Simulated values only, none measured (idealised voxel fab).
process module | voxel gate over fins
Section cut is 220 nm wide and gridded with 5 nm square cells.
Square cells in a grid make up a cross-section in this document, and the grid is given as bands, listed from the top down, each one or more rows of cells. First you get the band's top height and its bottom height, in nm, and then the materials it's made of, left to right, with each width in nm. If you see a single material with "all across", that one covers the band edge to edge. "air" is empty space. We count height from 0. Below that, the starting wafer is all one material. The lowest band never ends at the bottom but goes on down; see "z 0 and below" for how that is written. Per-row width for "30->40": begins at first number (top row of band), ends at second number (bottom row), increment between rows held constant. "no change" (step): cross-section cells unchanged, all of them. In "Closed cavities" the enclosed voids are listed, meaning empty spaces of 8 cells or larger without any opening to the top. The form is width x height at distance, distance from the left edge, units nm. Post-settings text on a step line: simulator's own remark regarding the step. "overlay nm" answers the question of how far to the right of plan the mask lay on a step that has a mask, and when it is negative the answer is to the left.
**plan**
1: RECEIVE: material Si
2: CONFORMAL_DEP: material SiN, thk nm 10
3: PATTERN: tone cover, mask id FINS, material resist, width nm 15, pitch nm 45, thk nm 15, overlay nm 0
4: DIRECTIONAL_ETCH: etch materials SiN, depth nm 10
5: DIRECTIONAL_ETCH: etch materials Si, depth nm 40
6: STRIP: etch materials resist
7: FILL_DEP: material SiO2, thk nm 15
8: CMP: height nm 10
9: SELECTIVE_ETCH: etch materials SiO2, depth nm 20
10: STRIP: etch materials SiN
11: CONFORMAL_DEP: material HfO2, thk nm 5
12: CONFORMAL_DEP: material TiN, thk nm 5
13: CONFORMAL_DEP: material TiAl, thk nm 5
14: CONFORMAL_DEP: material TiN, thk nm 5
15: FILL_DEP: material W, thk nm 15
16: CMP: height nm 30
17: CONFORMAL_DEP: material SiCN, thk nm 10
**Cross-section of the wafer upon arrival, representing the state reached after step 1**
	z 0 and below: Si all across
	Closed cavities: none
**This is how the wafer looks in cross-section once the module is done, given the starting state and plan above and one mistake in carrying the plan out**
	z 40 to 30: SiCN all across
	z 30 to 20: W all across
	z 20 to 15: TiN all across
	z 15 to 10: TiAl all across
	z 10 to 5: TiN all across
	z 5 to 0: 40 nm HfO2  5 nm TiN  40 nm HfO2  5 nm TiN  40 nm HfO2  5 nm TiN  40 nm HfO2  5 nm TiN  40 nm HfO2
	z 0 to -5: 35 nm Si  5 nm HfO2  5 nm TiN  5 nm HfO2  30 nm Si  5 nm HfO2  5 nm TiN  5 nm HfO2  30 nm Si  5 nm HfO2  5 nm TiN  5 nm HfO2  30 nm Si  5 nm HfO2  5 nm TiN  5 nm HfO2  35 nm Si
	z -5 to -10: 35 nm Si  15 nm HfO2  30 nm Si  15 nm HfO2  30 nm Si  15 nm HfO2  30 nm Si  15 nm HfO2  35 nm Si
	z -10 to -40: 35 nm Si  15 nm SiO2  30 nm Si  15 nm SiO2  30 nm Si  15 nm SiO2  30 nm Si  15 nm SiO2  35 nm Si
	z -40 and below: Si all across
	Closed cavities: none
Error vs. plan: planned and actual differ for step 3; actual: PATTERN: tone open, mask id FINS, material resist, width nm 15, pitch nm 45, thk nm 15, overlay nm 0
